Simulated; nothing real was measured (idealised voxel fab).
Process module under the name voxel gate over fins
Square cells of 5 nm make up the cross-section cut, whose width is 295 nm.
Think of the cross-section as a grid of square cells. We describe it in bands, top to bottom, and each band covers one or more rows of those cells.
Each band's line starts with the height of the band's top and of its bottom, in nm. Then come its materials from left to right, each with its width in nm. One material with "throughout" fills the band from edge to edge. "blank" is empty space.
All heights in this document are referenced to 0, defined as the level beneath which the wafer, as received, consists entirely of one material. The lowest band is not bounded below; it extends indefinitely downward and is written in the form "top 0, no bottom".
A two-number width, for instance "30..40", indicates that the width is equal to the first number in the top row of the band and to the second number in the bottom row, and that it changes by a constant amount per row of cells.
Basically "changes: none" means that step didn't change any cell in the cross-section.
The entry "Fully enclosed voids" lists the empty spaces that cover at least 8 cells and have no open path to the top. Each is written as width x height at distance, where the distance is measured from the left edge and all three values are in nm.
Past the settings on a step's line: simulator remark, on that step.
overlay nm: for a step with a mask, the amount by which the mask lay right of where it was planned; a negative amount means left of it.

The process steps that were planned are listed below
- 1: RECEIVE [material Si]
- 2: CONFORMAL_DEP [material SiN] [thk nm 5]
- 3: MASKED_ETCH [tone cover] [mask id FINS] [width nm 15] [pitch nm 40] [etch materials SiN] [depth nm 5] [overlay nm 0]
- 4: MASKED_ETCH [tone cover] [mask id FINS] [width nm 15] [pitch nm 40] [etch materials Si] [depth nm 35] [overlay nm 0]
- 5: FILL_DEP [material SiO2] [thk nm 5]
- 6: CMP [height nm 5]
- 7: SELECTIVE_ETCH [etch materials SiO2] [depth nm 20]
- 8: STRIP [etch materials SiN]
- 9: CONFORMAL_DEP [material HfO2] [thk nm 5]
- 10: CONFORMAL_DEP [material TiN] [thk nm 5]
- 11: FILL_DEP [material W] [thk nm 15]
- 12: CMP [height nm 20]
- 13: CONFORMAL_DEP [material SiN] [thk nm 5]
All wafers enter the flow in the same state. The width nm at step 3 differs from wafer to wafer, and the plan gives the value for the first wafer.

Cut through the first of several wafers as received, post step 1
  top 0, no bottom = Si throughout
  Fully enclosed voids: none

Quick key for the table: a row per wafer, taken at the end of the module. For each material it tells you how many cells the wafer gained (+) or lost (-) since it came in, and the closed voids come after
width nm 15, +83 HfO2, -329 Si, +59 SiN, +188 SiO2, +83 TiN, +211 W, Fully enclosed voids: none
width nm 20, +83 HfO2, -301 Si, +59 SiN, +172 SiO2, +83 TiN, +199 W, Fully enclosed voids: none
width nm 25, +83 HfO2, -273 Si, +59 SiN, +156 SiO2, +74 TiN, +196 W, Fully enclosed voids: none
